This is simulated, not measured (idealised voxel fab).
This section sets out a process module, namely voxel self aligned contacts.
In the cross-section labelled cut, the width is 245 nm and each square cell is 5 nm.
Square cells in a grid make up a cross-section in this document, and the grid is given as bands, listed from the top down, each one or more rows of cells. A band entry consists of two parts. The first gives the height of the band's top and the height of its bottom, in nm. The rest lists the band's materials from left to right, each with its width in nm. A single material labelled with the word "throughout" fills the band from edge to edge, and the word "blank" marks empty space. It should be noted that heights are counted from 0, beneath which the wafer as supplied is of one material throughout, and that the lowest band possesses no lower boundary but continues downward, as written in "from 0 down". You'd read "30->40" like this: the band's top row of cells is as wide as the first number, its bottom row is as wide as the second, and going down, every row changes width by the same amount as the row before did. Step marked "remained the same"? Then no cell in the cross-section changed in it. Enclosed voids: empty space of 8 cells or more with no open way to the top, each as width x height at its distance from the left edge, in nm. Whatever follows a step's settings on its line is a remark the simulator itself makes about that step. overlay nm, on a step with a mask: how far to the right of its planned place the mask lay; to the left if negative.
[Planned step list for the process]
1 RECEIVE,material Si
2 OXIDIZE,depth nm 5
3 DIRECTIONAL_DEP,material polySi,thk nm 20
4 DIRECTIONAL_DEP,material SiN,thk nm 20
5 PATTERN,tone cover,mask id GATE,material resist,width nm 35,pitch nm 60,thk nm 20,overlay nm 0
6 DIRECTIONAL_ETCH,etch materials SiN,depth nm 20
7 DIRECTIONAL_ETCH,etch materials polySi,depth nm 20
8 STRIP,etch materials resist
9 CONFORMAL_DEP,material SiN,thk nm 5
10 DIRECTIONAL_ETCH,etch materials SiN,depth nm 5
11 FILL_DEP,material SiO2,thk nm 10
12 CMP,height nm 45
13 MASKED_ETCH,tone open,mask id CONTACT,width nm 45,etch materials SiO2,depth nm 50,overlay nm -15
14 CONFORMAL_DEP,material TiN,thk nm 5
15 FILL_DEP,material W,thk nm 10
16 CMP,height nm 45
17 CONFORMAL_DEP,material SiN,thk nm 5
The wafers are alike at the start. At step 13, their overlay nm differs. The plan lists the first wafer's value.
[Cross-section of the first of several received wafers, showing its state after step 1]
	from 0 down: Si throughout
	Enclosed voids: none
[Last step of the module is step 17; after it, the first of several wafers in cross-section]
	from 50 to 45: SiN throughout
	from 45 to 40: SiO2=85 / TiN=35 / W=5 / TiN=5 / SiO2=115
	from 40 to 20: SiO2=70 / SiN=45 / TiN=5 / W=5 / TiN=5 / SiN=45 / SiO2=70
	from 20 to 0: SiO2=70 / SiN=5 / polySi=35 / SiN=5 / TiN=5 / W=5 / TiN=5 / SiN=5 / polySi=35 / SiN=5 / SiO2=70
	from 0 to -5: SiO2=115 / TiN=15 / SiO2=115
	from -5 down: Si throughout
	Enclosed voids: none
[Cross-sectional view, end of module, last wafer of several]
	from 50 to 45: SiN throughout
	from 45 to 40: SiO2=115 / TiN=5 / W=5 / TiN=35 / SiO2=85
	from 40 to 20: SiO2=70 / SiN=45 / TiN=5 / W=5 / TiN=5 / SiN=45 / SiO2=70
	from 20 to 0: SiO2=70 / SiN=5 / polySi=35 / SiN=5 / TiN=5 / W=5 / TiN=5 / SiN=5 / polySi=35 / SiN=5 / SiO2=70
	from 0 to -5: SiO2=115 / TiN=15 / SiO2=115
	from -5 down: Si throughout
	Enclosed voids: none
[Take any row and you have a wafer at the end of the module: how many cells of each material it has gained (+) or lost (-) since it was received, and then its closed voids]
overlay nm -15, -49 Si, +137 SiN, +310 SiO2, +27 TiN, +9 W, +56 polySi, Enclosed voids: none
overlay nm -10, -49 Si, +137 SiN, +310 SiO2, +27 TiN, +9 W, +56 polySi, Enclosed voids: none
overlay nm -5, -49 Si, +137 SiN, +310 SiO2, +27 TiN, +9 W, +56 polySi, Enclosed voids: none
overlay nm 0, -49 Si, +137 SiN, +310 SiO2, +27 TiN, +9 W, +56 polySi, Enclosed voids: none
overlay nm 5, -49 Si, +137 SiN, +310 SiO2, +27 TiN, +9 W, +56 polySi, Enclosed voids: none
overlay nm 10, -49 Si, +137 SiN, +310 SiO2, +27 TiN, +9 W, +56 polySi, Enclosed voids: none
overlay nm 15, -49 Si, +137 SiN, +310 SiO2, +27 TiN, +9 W, +56 polySi, Enclosed voids: none
